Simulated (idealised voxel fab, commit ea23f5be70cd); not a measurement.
process module | voxel trench capacitor
cross-section cut | 245 nm wide | cells 5 nm
A cross-section is a grid of square cells, given in bands from the top down. A band is one or more rows of cells.
Each band's line starts with the height of the band's top and of its bottom, in nm. Then come its materials from left to right, each with its width in nm. One material with "throughout" fills the band from edge to edge. "air" is empty space.
Height 0 is the level under which the wafer as received is all one material. The lowest band goes on downwards, as in "0 down".
A width such as "30 to 40" changes by the same amount from each row of cells to the next, from the band's top row to its bottom row.
"no change" after a step means that no cell of the cross-section changed.
closed voids: empty space of 8 cells or more with no open way to the top, each as width x height at its distance from the left edge, in nm
after a step's settings: what the simulator itself notes on the step
overlay nm, on a step with a mask: how far to the right of its planned place the mask lay; to the left if negative
plan
1 op RECEIVE | material Si
2 op CONFORMAL_DEP | material SiN | thk nm 5
3 op DIRECTIONAL_DEP | material aC | thk nm 10
4 op PATTERN | tone open | mask id TRENCH | material resist | width nm 25 | pitch nm 40 | thk nm 25 | overlay nm -15
5 op DIRECTIONAL_ETCH | etch materials aC | depth nm 10
6 op STRIP | etch materials resist
7 op DIRECTIONAL_ETCH | etch materials SiN | depth nm 5
8 op DIRECTIONAL_ETCH | etch materials Si | depth nm 30
9 op STRIP | etch materials aC
10 op CONFORMAL_DEP | material HfO2 | thk nm 5
11 op CONFORMAL_DEP | material TiN | thk nm 5
12 op FILL_DEP | material W | thk nm 5
13 op CMP | height nm 5
varied across the wafers: overlay nm of step 4. The plan shows the first wafer's value. All wafers start alike
first wafer as received, after step 1
  0 down: Si throughout
  closed voids: none
each wafer at the end: cells of each material gained (+) or lost (-) since it was received, then its closed voids
overlay nm -15 | +51 HfO2 | -90 Si | +34 SiN | +39 TiN | +15 W | closed voids: none
overlay nm -10 | +51 HfO2 | -90 Si | +34 SiN | +39 TiN | +15 W | closed voids: none
overlay nm -5 | +51 HfO2 | -90 Si | +34 SiN | +39 TiN | +15 W | closed voids: none
overlay nm 0 | +51 HfO2 | -90 Si | +34 SiN | +39 TiN | +15 W | closed voids: none
overlay nm 5 | +51 HfO2 | -90 Si | +34 SiN | +39 TiN | +15 W | closed voids: none
overlay nm 10 | +51 HfO2 | -90 Si | +34 SiN | +39 TiN | +15 W | closed voids: none
overlay nm 15 | +51 HfO2 | -90 Si | +34 SiN | +39 TiN | +15 W | closed voids: none
